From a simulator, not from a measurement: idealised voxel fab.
Documented hereafter: the process module known as voxel self aligned vias.
Pictured: cross-section cut, 145 nm wide, on a grid of 5 nm square cells.
A cross-section is a grid of square cells, given in bands from the top down. A band is one or more rows of cells.
Heights first: top, then bottom, in nm. Then materials, left to right, each with a width in nm. "everywhere" on a single material: fills the band edge to edge. "empty": empty space.
Ref level 0: as-received wafer is one material below here. Bottom band extends down with no lower bound ("top 0, no bottom").
So if you see something like "30->40" for the width, read it as the top row of the band sitting at the first number and the bottom row at the second, with every row in between moving by the same amount as the last.
For the purposes of this document, the phrase "identical to before" attached to a step denotes that no cell within the cross-section was modified by that step.
Basically, "Enclosed void inventory" tells you about the enclosed voids: empty spaces with no open way to the top, 8 cells or bigger, each written width x height at distance, where distance is from the left edge, all in nm.
It should be noted that, on the line of a given step, the content following the step's settings is a remark produced by the simulator itself with respect to that step.
overlay nm, on a step with a mask: how far to the right of its planned place the mask lay; to the left if negative

Intended process steps:
- 1: RECEIVE with material Si
- 2: CONFORMAL_DEP with material SiO2, thk nm 10
- 3: CONFORMAL_DEP with material SiCN, thk nm 5
- 4: DIRECTIONAL_DEP with material SiO2, thk nm 30
- 5: DIRECTIONAL_DEP with material aC, thk nm 10
- 6: PATTERN with tone open, mask id LINES, material resist, width nm 30, pitch nm 65, thk nm 25, overlay nm 0
- 7: DIRECTIONAL_ETCH with etch materials aC, depth nm 10
- 8: STRIP with etch materials resist
- 9: DIRECTIONAL_ETCH with etch materials SiO2, depth nm 30
- 10: STRIP with etch materials aC
- 11: CONFORMAL_DEP with material TiN, thk nm 5
- 12: FILL_DEP with material W, thk nm 5
- 13: CMP with height nm 45
- 14: SELECTIVE_ETCH with etch materials W Ru TiN, depth nm 10
- 15: FILL_DEP with material SiN, thk nm 10
- 16: CMP with height nm 45
- 17: DIRECTIONAL_DEP with material SiO2, thk nm 20
- 18: MASKED_ETCH with tone open, mask id VIAS, width nm 50, etch materials SiO2, depth nm 20, overlay nm 0
- 19: MASKED_ETCH with tone open, mask id VIAS, width nm 50, etch materials SiN, depth nm 10, overlay nm 0
- 20: CONFORMAL_DEP with material TiN, thk nm 5
- 21: FILL_DEP with material Cu, thk nm 10
- 22: CMP with height nm 65
- 23: CONFORMAL_DEP with material SiCN, thk nm 5

Step 1 complete: cross-section of the wafer as received:
> top 0, no bottom = Si everywhere
> Enclosed void inventory: none

a wafer at the end: this start, this plan, one mistake:
> top 70, bottom 65 = SiCN everywhere
> top 65, bottom 45 = SiO2 15 | TiN 5 | Cu 40 | TiN 5 | SiO2 80
> top 45, bottom 40 = SiN 15 | TiN 15 | Cu 20 | TiN 15 | SiN 80
> top 40, bottom 35 = SiO2 25 | TiN 30 | SiO2 35 | SiN 30 | SiO2 25
> top 35, bottom 15 = SiO2 25 | TiN 5 | W 20 | TiN 5 | SiO2 35 | TiN 5 | W 20 | TiN 5 | SiO2 25
> top 15, bottom 10 = SiO2 25 | TiN 30 | SiO2 35 | TiN 30 | SiO2 25
> top 10, bottom 0 = SiO2 everywhere
> top 0, no bottom = Si everywhere
> Enclosed void inventory: none
Against the plan, the run slipped here: the plan's step 3 was left out and never carried out
